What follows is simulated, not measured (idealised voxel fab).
The process module that follows is named voxel double patterning.
For reference, the cross-section in this document is cut, with width 175 nm and square cells of 5 nm.
A cross-section is written here as square cells arranged in a grid, and it is given in bands from the top down, each band taking up one or more rows of cells. This entry defines a band. It first specifies the height of the band's top and the height of its bottom in nm, and then specifies the band's materials from left to right, stating each material with its width in nm. The word "everywhere" identifies a single material that fills the band from edge to edge, while the word "air" identifies empty space. For the purposes of this specification, 0 denotes the height below which the wafer in its as-received condition is composed wholly of one material, and the lowermost band, lacking a lower limit, extends downward without end, as expressed in "z 0 and below". It should be noted that a width expressed as "30->40" varies in equal increments from row to row of cells within the band, taking the value of the first number at the top row and that of the second number at the bottom row. Given "no change" for a step, no cell of the cross-section differs between before and after that step. "Closed cavities": sealed empty spaces, 8 cells or more, no open way to top, listed width x height at distance, with distance from the left edge and width, height and distance in nm. Heads up: the bit after the settings on a step's line is the simulator's remark on that step. A step's line can hold "overlay nm"; with a mask on that step, the setting says how far right of the planned place the mask lay, while a negative setting says it lay to the left.

**Listed below are the process steps as planned**
step 1: RECEIVE (material Si)
step 2: CONFORMAL_DEP (material SiO2; thk nm 5)
step 3: DIRECTIONAL_DEP (material W; thk nm 10)
step 4: DIRECTIONAL_DEP (material SiCN; thk nm 10)
step 5: DIRECTIONAL_DEP (material aC; thk nm 10)
step 6: PATTERN (tone open; mask id FIRST; material resist; width nm 15; pitch nm 50; thk nm 30; overlay nm 0)
step 7: DIRECTIONAL_ETCH (etch materials aC; depth nm 10)
step 8: STRIP (etch materials resist)
step 9: DIRECTIONAL_ETCH (etch materials SiCN; depth nm 10)
step 10: STRIP (etch materials aC)
step 11: PATTERN (tone open; mask id SECOND; material resist; width nm 15; thk nm 20; overlay nm 0)
step 12: DIRECTIONAL_ETCH (etch materials SiCN; depth nm 10)
step 13: STRIP (etch materials resist)
step 14: DIRECTIONAL_ETCH (etch materials W; depth nm 10)
step 15: STRIP (etch materials SiCN)

**Wafer as received: cross-section following step 1**
	z 0 and below = Si everywhere
	Closed cavities: none

**End state of the module in cross-section, given the above starting point and plan and one mistake in execution**
	z 35 to 25 = SiO2 everywhere
	z 25 to 15 = SiCN everywhere
	z 15 to 5 = W everywhere
	z 5 to 0 = SiO2 everywhere
	z 0 and below = Si everywhere
	Closed cavities: none
Want to know what went wrong? off-plan run, step 5, actual operation and settings DIRECTIONAL_DEP (material SiO2; thk nm 10)
